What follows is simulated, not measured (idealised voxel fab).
The following is a process module called voxel tone inversion.
Pictured: cross-section cut, 145 nm wide, on a grid of 5 nm square cells.
We lay out every cross-section as a grid of square cells and spell it out in bands from the top down, where one band means one or more rows of cells.
Each band's line starts with the height of the band's top and of its bottom, in nm. Then come its materials from left to right, each with its width in nm. One material with "throughout" fills the band from edge to edge. "blank" is empty space.
Zero point of the height axis is 0; under it, received wafer = one material. Lowest band: continues down indefinitely, "0 down".
Per-row width for "30..40": begins at first number (top row of band), ends at second number (bottom row), increment between rows held constant.
"no change occurred", as given for a step, is the statement that not any cell of the cross-section underwent a change during that step.
The entry "Unvented voids" lists the empty spaces that cover at least 8 cells and have no open path to the top. Each is written as width x height at distance, where the distance is measured from the left edge and all three values are in nm.
If you see something after the settings on a step's line, that's the simulator's own remark about that step.
"overlay nm" on a masked step: distance the mask lay right of its planned place, negative for left.

Listed below are the process steps as planned
1. RECEIVE [material Si]
2. CONFORMAL_DEP [material SiN] [thk nm 5]
3. DIRECTIONAL_DEP [material aC] [thk nm 25]
4. PATTERN [tone cover] [mask id POSTS] [material resist] [width nm 15] [pitch nm 35] [thk nm 30] [overlay nm 0]
5. DIRECTIONAL_ETCH [etch materials aC] [depth nm 25]
6. STRIP [etch materials resist]
7. FILL_DEP [material lowk] [thk nm 5]
8. CMP [height nm 30]
9. STRIP [etch materials aC]
10. CONFORMAL_DEP [material TiN] [thk nm 5]
11. FILL_DEP [material W] [thk nm 5]
12. CMP [height nm 30]
13. CONFORMAL_DEP [material SiN] [thk nm 5]

First of the two wafers, run per plan

Incoming wafer, cross-sectional view, post step 1
  0 down  Si throughout
  Unvented voids: none

Step 2 done - wafer cross-section
  5 to 0  SiN throughout
  All layers under 0 are left as they were.

Step 3 done - wafer cross-section
  30 to 5  aC throughout
  All layers under 5 are left as they were.

Step 4 done - wafer cross-section
  60 to 30  blank=30; resist=15; blank=20; resist=15; blank=20; resist=15; blank=30
  All layers under 30 are left as they were.

Step 5 done - wafer cross-section
  35 to 30  blank=30; resist=15; blank=20; resist=15; blank=20; resist=15; blank=30
  30 to 5  blank=30; aC=15; blank=20; aC=15; blank=20; aC=15; blank=30
  All layers under 5 are left as they were.

Step 6 done - wafer cross-section
  30 to 5  blank=30; aC=15; blank=20; aC=15; blank=20; aC=15; blank=30
  All layers under 5 are left as they were.

Step 7 done - wafer cross-section
  35 to 30  lowk throughout
  30 to 5  lowk=30; aC=15; lowk=20; aC=15; lowk=20; aC=15; lowk=30
  All layers under 5 are left as they were.

Step 8 done - wafer cross-section
  30 to 5  lowk=30; aC=15; lowk=20; aC=15; lowk=20; aC=15; lowk=30
  All layers under 5 are left as they were.

Step 9 done - wafer cross-section
  30 to 5  lowk=30; blank=15; lowk=20; blank=15; lowk=20; blank=15; lowk=30
  All layers under 5 are left as they were.

Step 10 done - wafer cross-section
  35 to 30  TiN=35; blank=5; TiN=30; blank=5; TiN=30; blank=5; TiN=35
  30 to 10  lowk=30; TiN=5; blank=5; TiN=5; lowk=20; TiN=5; blank=5; TiN=5; lowk=20; TiN=5; blank=5; TiN=5; lowk=30
  10 to 5  lowk=30; TiN=15; lowk=20; TiN=15; lowk=20; TiN=15; lowk=30
  All layers under 5 are left as they were.

Step 11 done - wafer cross-section
  40 to 35  W throughout
  35 to 30  TiN=35; W=5; TiN=30; W=5; TiN=30; W=5; TiN=35
  30 to 10  lowk=30; TiN=5; W=5; TiN=5; lowk=20; TiN=5; W=5; TiN=5; lowk=20; TiN=5; W=5; TiN=5; lowk=30
  All layers under 10 are left as they were.

Step 12 done - wafer cross-section
  30 to 10  lowk=30; TiN=5; W=5; TiN=5; lowk=20; TiN=5; W=5; TiN=5; lowk=20; TiN=5; W=5; TiN=5; lowk=30
  All layers under 10 are left as they were.

Step 13 done - wafer cross-section
  35 to 30  SiN throughout
  All layers under 30 are left as they were.

The second wafer: identical to the first at the outset and in its planned sequence, differing only in that one mistake was made during processing; up to and including step 3, its path is the first wafer's path

Cross-sectional representation of the second wafer at the time designated in the plan for the completion of step 4
  60 to 30  blank=25; resist=15; blank=20; resist=15; blank=20; resist=15; blank=35
  All layers under 30 are left as they were.

Cross-sectional representation of the second wafer at the time designated in the plan for the completion of step 5
  35 to 30  blank=25; resist=15; blank=20; resist=15; blank=20; resist=15; blank=35
  30 to 5  blank=25; aC=15; blank=20; aC=15; blank=20; aC=15; blank=35
  All layers under 5 are left as they were.

Cross-sectional representation of the second wafer at the time designated in the plan for the completion of step 6
  30 to 5  blank=25; aC=15; blank=20; aC=15; blank=20; aC=15; blank=35
  All layers under 5 are left as they were.

Cross-sectional representation of the second wafer at the time designated in the plan for the completion of step 7
  35 to 30  lowk throughout
  30 to 5  lowk=25; aC=15; lowk=20; aC=15; lowk=20; aC=15; lowk=35
  All layers under 5 are left as they were.

Cross-sectional representation of the second wafer at the time designated in the plan for the completion of step 8
  30 to 5  lowk=25; aC=15; lowk=20; aC=15; lowk=20; aC=15; lowk=35
  All layers under 5 are left as they were.

Cross-sectional representation of the second wafer at the time designated in the plan for the completion of step 9
  30 to 5  lowk=25; blank=15; lowk=20; blank=15; lowk=20; blank=15; lowk=35
  All layers under 5 are left as they were.

Cross-sectional representation of the second wafer at the time designated in the plan for the completion of step 10
  35 to 30  TiN=30; blank=5; TiN=30; blank=5; TiN=30; blank=5; TiN=40
  30 to 10  lowk=25; TiN=5; blank=5; TiN=5; lowk=20; TiN=5; blank=5; TiN=5; lowk=20; TiN=5; blank=5; TiN=5; lowk=35
  10 to 5  lowk=25; TiN=15; lowk=20; TiN=15; lowk=20; TiN=15; lowk=35
  All layers under 5 are left as they were.

Cross-sectional representation of the second wafer at the time designated in the plan for the completion of step 11
  40 to 35  W throughout
  35 to 30  TiN=30; W=5; TiN=30; W=5; TiN=30; W=5; TiN=40
  30 to 10  lowk=25; TiN=5; W=5; TiN=5; lowk=20; TiN=5; W=5; TiN=5; lowk=20; TiN=5; W=5; TiN=5; lowk=35
  All layers under 10 are left as they were.

Cross-sectional representation of the second wafer at the time designated in the plan for the completion of step 12
  30 to 10  lowk=25; TiN=5; W=5; TiN=5; lowk=20; TiN=5; W=5; TiN=5; lowk=20; TiN=5; W=5; TiN=5; lowk=35
  All layers under 10 are left as they were.

Cross-sectional representation of the second wafer at the time designated in the plan for the completion of step 13
  35 to 30  SiN throughout
  All layers under 30 are left as they were.
Short version of what went wrong: step 4 ran as: PATTERN [tone cover] [mask id POSTS] [material resist] [width nm 15] [pitch nm 35] [thk nm 30] [overlay nm -5]
So at the finish, the second wafer's got exactly as many cells of each material as the first, just not in the same spots.
